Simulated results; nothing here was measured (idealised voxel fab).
process module | voxel gate over fins
cross-section cut | 190 nm wide | cells 5 nm
A cross-section is a grid of square cells, given in bands from the top down. A band is one or more rows of cells.
Each band's line starts with the height of the band's top and of its bottom, in nm. Then come its materials from left to right, each with its width in nm. One material with "throughout" fills the band from edge to edge. "air" is empty space.
Height 0 is the level under which the wafer as received is all one material. The lowest band goes on downwards, as in "0 down".
A width such as "30 to 40" changes by the same amount from each row of cells to the next, from the band's top row to its bottom row.
"no change" after a step means that no cell of the cross-section changed.
closed voids: empty space of 8 cells or more with no open way to the top, each as width x height at its distance from the left edge, in nm
after a step's settings: what the simulator itself notes on the step
overlay nm, on a step with a mask: how far to the right of its planned place the mask lay; to the left if negative
plan
1 op RECEIVE | material Si
2 op CONFORMAL_DEP | material SiN | thk nm 10
3 op PATTERN | tone cover | mask id FINS | material resist | width nm 15 | pitch nm 50 | thk nm 20 | overlay nm 0
4 op DIRECTIONAL_ETCH | etch materials SiN | depth nm 10
5 op DIRECTIONAL_ETCH | etch materials Si | depth nm 30
6 op STRIP | etch materials resist
7 op FILL_DEP | material SiO2 | thk nm 5
8 op CMP | height nm 10
9 op PATTERN | tone open | mask id RAIL | material resist | width nm 15 | thk nm 15 | overlay nm 0
10 op DIRECTIONAL_ETCH | etch materials SiO2 | depth nm 35
11 op STRIP | etch materials resist
12 op CONFORMAL_DEP | material TiN | thk nm 5
13 op FILL_DEP | material Ru | thk nm 5
14 op CMP | height nm 10
15 op SELECTIVE_ETCH | etch materials W Ru TiN | depth nm 25
16 op FILL_DEP | material SiO2 | thk nm 5
17 op CMP | height nm 10
18 op SELECTIVE_ETCH | etch materials SiO2 | depth nm 20
19 op STRIP | etch materials SiN
20 op CONFORMAL_DEP | material HfO2 | thk nm 5
21 op CONFORMAL_DEP | material TiN | thk nm 5
22 op FILL_DEP | material W | thk nm 10
23 op CMP | height nm 15
24 op CONFORMAL_DEP | material SiCN | thk nm 10
as received, after step 1
  0 down: Si throughout
  closed voids: none
first wafer at the end, as planned
  25 to 15: SiCN throughout
  15 to 10: W throughout
  10 to 5: W 50 | TiN 35 | W 15 | TiN 35 | W 55
  5 to 0: W 50 | TiN 5 | HfO2 25 | TiN 5 | W 15 | TiN 5 | HfO2 25 | TiN 5 | W 55
  0 to -5: TiN 55 | HfO2 5 | Si 15 | HfO2 5 | TiN 25 | HfO2 5 | Si 15 | HfO2 5 | TiN 60
  -5 to -10: HfO2 60 | Si 15 | HfO2 35 | Si 15 | HfO2 65
  -10 to -15: SiO2 60 | Si 15 | SiO2 35 | Si 15 | SiO2 65
  -15 to -20: SiO2 60 | Si 15 | SiO2 10 | TiN 5 | Ru 5 | TiN 5 | SiO2 10 | Si 15 | SiO2 65
  -20 to -25: SiO2 60 | Si 15 | SiO2 10 | TiN 15 | SiO2 10 | Si 15 | SiO2 65
  -25 to -30: SiO2 60 | Si 15 | SiO2 35 | Si 15 | SiO2 65
  -30 down: Si throughout
  closed voids: none
second wafer at the end: like start, like plan, one mistake
  25 to 15: SiCN throughout
  15 to 10: W throughout
  10 to 5: W 50 | TiN 35 | W 15 | TiN 35 | W 55
  5 to 0: W 50 | TiN 5 | HfO2 25 | TiN 5 | W 15 | TiN 5 | HfO2 25 | TiN 5 | W 55
  0 to -5: TiN 55 | HfO2 5 | Si 15 | HfO2 5 | TiN 5 | W 15 | TiN 5 | HfO2 5 | Si 15 | HfO2 5 | TiN 60
  -5 to -10: HfO2 45 | TiN 10 | HfO2 5 | Si 15 | HfO2 5 | TiN 25 | HfO2 5 | Si 15 | HfO2 5 | TiN 10 | HfO2 50
  -10 to -15: SiO2 40 | HfO2 5 | TiN 10 | HfO2 5 | Si 15 | HfO2 35 | Si 15 | HfO2 5 | TiN 10 | HfO2 5 | SiO2 45
  -15 to -20: SiO2 40 | HfO2 20 | Si 15 | HfO2 10 | TiN 5 | Ru 5 | TiN 5 | HfO2 10 | Si 15 | HfO2 20 | SiO2 45
  -20 to -25: SiO2 60 | Si 15 | SiO2 10 | TiN 15 | SiO2 10 | Si 15 | SiO2 65
  -25 to -30: SiO2 60 | Si 15 | SiO2 35 | Si 15 | SiO2 65
  -30 down: Si throughout
  closed voids: none
what went wrong: steps 18 and 19 were swapped
at the end the second wafer has, in cells: 14 more of HfO2 | 27 fewer of SiO2 | 10 more of TiN | 3 more of W
